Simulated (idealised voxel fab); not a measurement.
Presented below is a process module, voxel transistor to metal.
290 nm wide, 5 nm square cells: that's cross-section cut.
Think of the cross-section as a grid of square cells. We describe it in bands, top to bottom, and each band covers one or more rows of those cells. Band: top height; bottom height; in nm. Then, left to right: material with width in nm, for each material. "throughout": a single material spanning edge to edge. "empty": empty space. Where do heights start? At 0: under that level the wafer as delivered is made of one material only. And the lowest band has no floor; it just carries on downward, as in "from 0 down". So if you see something like "30->40" for the width, read it as the top row of the band sitting at the first number and the bottom row at the second, with every row in between moving by the same amount as the last. A step reported as "no alteration" is a step in which no cell of the cross-section changed. Entry "Sealed voids". Content: empty spaces with no open connection to the top, size 8 cells or greater. Each: width x height at distance. Distance: from left edge. Unit: nm. What comes after the settings on a step's line is commentary from the simulator itself on that step. "overlay nm" on a masked step: distance the mask lay right of its planned place, negative for left.
STEPS IN THE PROCESS PLAN
step 1: op RECEIVE | material Si
step 2: op OXIDIZE | depth nm 5
step 3: op CONFORMAL_DEP | material SiN | thk nm 10
step 4: op PATTERN | tone cover | mask id ACTIVE | material resist | width nm 100 | pitch nm 125 | thk nm 20 | overlay nm 0
step 5: op DIRECTIONAL_ETCH | etch materials SiN | depth nm 10
step 6: op DIRECTIONAL_ETCH | etch materials SiO2 | depth nm 5
step 7: op DIRECTIONAL_ETCH | etch materials Si | depth nm 20
step 8: op STRIP | etch materials resist
step 9: op FILL_DEP | material SiO2 | thk nm 15
step 10: op CMP | height nm 10
step 11: op SELECTIVE_ETCH | etch materials SiO2 | depth nm 10
step 12: op STRIP | etch materials SiN
step 13: op SELECTIVE_ETCH | etch materials SiO2 | depth nm 5
step 14: op OXIDIZE | depth nm 5
step 15: op DIRECTIONAL_DEP | material polySi | thk nm 25
step 16: op DIRECTIONAL_DEP | material SiCN | thk nm 10
step 17: op DIRECTIONAL_DEP | material aC | thk nm 15
step 18: op PATTERN | tone cover | mask id GATE | material resist | width nm 20 | pitch nm 125 | thk nm 35 | overlay nm 0
step 19: op DIRECTIONAL_ETCH | etch materials aC | depth nm 15
step 20: op STRIP | etch materials resist
step 21: op DIRECTIONAL_ETCH | etch materials SiCN | depth nm 20
step 22: op DIRECTIONAL_ETCH | etch materials polySi | depth nm 35
step 23: op STRIP | etch materials aC
step 24: op CONFORMAL_DEP | material SiN | thk nm 10
step 25: op DIRECTIONAL_ETCH | etch materials SiN | depth nm 10
step 26: op DIRECTIONAL_ETCH | etch materials SiO2 | depth nm 5
step 27: op EPI | material SiGe | thk nm 5
step 28: op FILL_DEP | material SiO2 | thk nm 5
step 29: op CMP | height nm 30
step 30: op DIRECTIONAL_DEP | material SiO2 | thk nm 15
step 31: op PATTERN | tone open | mask id CONTACT | material resist | width nm 25 | thk nm 15 | overlay nm 0
step 32: op DIRECTIONAL_ETCH | etch materials SiO2 | depth nm 50
step 33: op STRIP | etch materials resist
step 34: op CONFORMAL_DEP | material TiN | thk nm 5
step 35: op FILL_DEP | material W | thk nm 10
step 36: op CMP | height nm 45
step 37: op DIRECTIONAL_DEP | material TiN | thk nm 5
step 38: op DIRECTIONAL_DEP | material W | thk nm 20
step 39: op DIRECTIONAL_DEP | material aC | thk nm 15
step 40: op PATTERN | tone cover | mask id METAL_1 | material resist | width nm 15 | thk nm 30 | overlay nm 0
step 41: op DIRECTIONAL_ETCH | etch materials aC | depth nm 15
step 42: op STRIP | etch materials resist
step 43: op DIRECTIONAL_ETCH | etch materials W | depth nm 20
step 44: op DIRECTIONAL_ETCH | etch materials TiN | depth nm 5
step 45: op STRIP | etch materials aC
step 46: op CONFORMAL_DEP | material SiN | thk nm 5
step 47: op FILL_DEP | material SiO2 | thk nm 5
step 48: op CMP | height nm 70
step 49: op CONFORMAL_DEP | material SiN | thk nm 5
STEP 1 COMPLETE: CROSS-SECTION OF THE WAFER AS RECEIVED
* from 0 down = Si throughout
* Sealed voids: none
THE MODULE WAS RUN FROM THE START SHOWN ABOVE USING THE PLAN SHOWN ABOVE, BUT ONE MISTAKE WAS MADE DOING IT; THE RESULTING WAFER CROSS-SECTION IS BELOW
* from 75 to 70 = polySi throughout
* from 70 to 50 = SiO2: 35, then SiN: 5, then W: 15, then SiN: 5, then SiO2: 40, then SiN: 5, then W: 15, then SiN: 5, then SiO2: 35, then SiN: 5, then W: 15, then SiN: 5, then SiO2: 40, then SiN: 5, then W: 15, then SiN: 5, then SiO2: 40
* from 50 to 45 = SiN: 40, then TiN: 15, then SiN: 50, then TiN: 15, then SiN: 45, then TiN: 15, then SiN: 50, then TiN: 15, then SiN: 45
* from 45 to 35 = SiO2: 40, then TiN: 5, then W: 15, then TiN: 5, then SiO2: 30, then TiN: 5, then W: 15, then TiN: 5, then SiO2: 45, then TiN: 5, then W: 15, then TiN: 5, then SiO2: 30, then TiN: 5, then W: 15, then TiN: 5, then SiO2: 45
* from 35 to 30 = SiO2: 40, then TiN: 5, then W: 10, then TiN: 10, then SiO2: 30, then TiN: 10, then W: 10, then TiN: 5, then SiO2: 45, then TiN: 5, then W: 10, then TiN: 10, then SiO2: 30, then TiN: 10, then W: 10, then TiN: 5, then SiO2: 45
* from 30 to 20 = SiO2: 40, then TiN: 5, then W: 10, then TiN: 5, then SiN: 10, then SiCN: 20, then SiN: 10, then TiN: 5, then W: 10, then TiN: 5, then SiO2: 45, then TiN: 5, then W: 10, then TiN: 5, then SiN: 10, then SiCN: 20, then SiN: 10, then TiN: 5, then W: 10, then TiN: 5, then SiO2: 45
* from 20 to 0 = SiO2: 40, then TiN: 5, then W: 10, then TiN: 5, then SiN: 10, then polySi: 20, then SiN: 10, then TiN: 5, then W: 10, then TiN: 5, then SiO2: 45, then TiN: 5, then W: 10, then TiN: 5, then SiN: 10, then polySi: 20, then SiN: 10, then TiN: 5, then W: 10, then TiN: 5, then SiO2: 45
* from 0 to -5 = SiO2: 40, then TiN: 20, then SiN: 10, then polySi: 20, then SiN: 10, then TiN: 20, then SiO2: 45, then TiN: 20, then SiN: 10, then polySi: 20, then SiN: 10, then TiN: 20, then SiO2: 45
* from -5 to -10 = SiO2: 25, then SiGe: 35, then SiO2: 40, then SiGe: 35, then SiO2: 15, then SiGe: 35, then SiO2: 40, then SiGe: 35, then SiO2: 30
* from -10 to -25 = SiO2: 30, then Si: 100, then SiO2: 25, then Si: 100, then SiO2: 35
* from -25 down = Si throughout
* Sealed voids: none
Finding, execution versus plan: for step 49, the planned setting was not used; the step was instead run as op CONFORMAL_DEP | material polySi | thk nm 5
